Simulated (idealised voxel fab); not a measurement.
The following is a process module called voxel fin reveal.
For reference, the cross-section in this document is cut, with width 155 nm and square cells of 5 nm.
Throughout this document, each cross-section is represented as a grid of square cells and is presented as a sequence of bands enumerated from the top downward, where a band comprises one or more rows of cells.
The entry gives the band's vertical extent as a top height and a bottom height in nm, then its horizontal make-up as materials from left to right, each with a width in nm. "blank" stands for empty space; a single material marked "everywhere" fills the band edge to edge.
Heads up on the height convention: 0 is the point under which the incoming wafer is all one material, and the lowest band has no bottom, it just keeps going down, like "0 and below".
A two-number width, for instance "30..40", indicates that the width is equal to the first number in the top row of the band and to the second number in the bottom row, and that it changes by a constant amount per row of cells.
It should be understood that the words "identical to before", when stated for a given step, signify that the cross-section underwent no change in any of its cells during that step.
You'll see "Closed internal voids" listing empty spaces that have no way open to the top, as long as they're 8 cells or more; the notation is width x height at distance, where the distance is from the left edge, and all of it is in nm.
Heads up: the bit after the settings on a step's line is the simulator's remark on that step.
When a step includes a mask, the "overlay nm" setting on its line states how far to the right of its planned place that mask lay, and negative values state how far to the left.

**Process steps foreseen in the plan**
1 RECEIVE (material Si)
2 CONFORMAL_DEP (material SiN; thk nm 5)
3 DIRECTIONAL_DEP (material aC; thk nm 15)
4 PATTERN (tone cover; mask id FINS; material resist; width nm 15; pitch nm 40; thk nm 35; overlay nm 0)
5 DIRECTIONAL_ETCH (etch materials aC; depth nm 15)
6 STRIP (etch materials resist)
7 DIRECTIONAL_ETCH (etch materials SiN; depth nm 5)
8 DIRECTIONAL_ETCH (etch materials Si; depth nm 35)
9 STRIP (etch materials aC)
10 FILL_DEP (material SiO2; thk nm 10)
11 CMP (height nm 5)
12 SELECTIVE_ETCH (etch materials SiO2; depth nm 15)
13 STRIP (etch materials SiN)
14 CONFORMAL_DEP (material SiO2; thk nm 5)

**Cross-section: wafer on arrival = after step 1**
0 and below | Si everywhere
Closed internal voids: none

**First wafer of two, sectioned at end of module; run went per plan**
5 down to 0 | blank=45, SiO2=25, blank=15, SiO2=25, blank=45
0 down to -5 | blank=45, SiO2=5, Si=15, SiO2=5, blank=15, SiO2=5, Si=15, SiO2=5, blank=45
-5 down to -35 | SiO2=50, Si=15, SiO2=25, Si=15, SiO2=50
-35 and below | Si everywhere
Closed internal voids: none

**What the second wafer looks like in cross-section once the module is done. Its start and its plan matched the first wafer's exactly; what differed was one mistake in how it was run**
5 down to 0 | SiO2=55, blank=5, SiO2=35, blank=5, SiO2=55
0 down to -5 | Si=50, SiO2=5, blank=5, SiO2=5, Si=25, SiO2=5, blank=5, SiO2=5, Si=50
-5 down to -35 | Si=50, SiO2=15, Si=25, SiO2=15, Si=50
-35 and below | Si everywhere
Closed internal voids: none
Want to know what went wrong? so step 4 ended up running with a different setting than we planned, it ran as PATTERN (tone open; mask id FINS; material resist; width nm 15; pitch nm 40; thk nm 35; overlay nm 0)
In the final state, the cell counts of the second wafer exceed or fall short of those of the first for the following materials: +133 Si; -95 SiO2
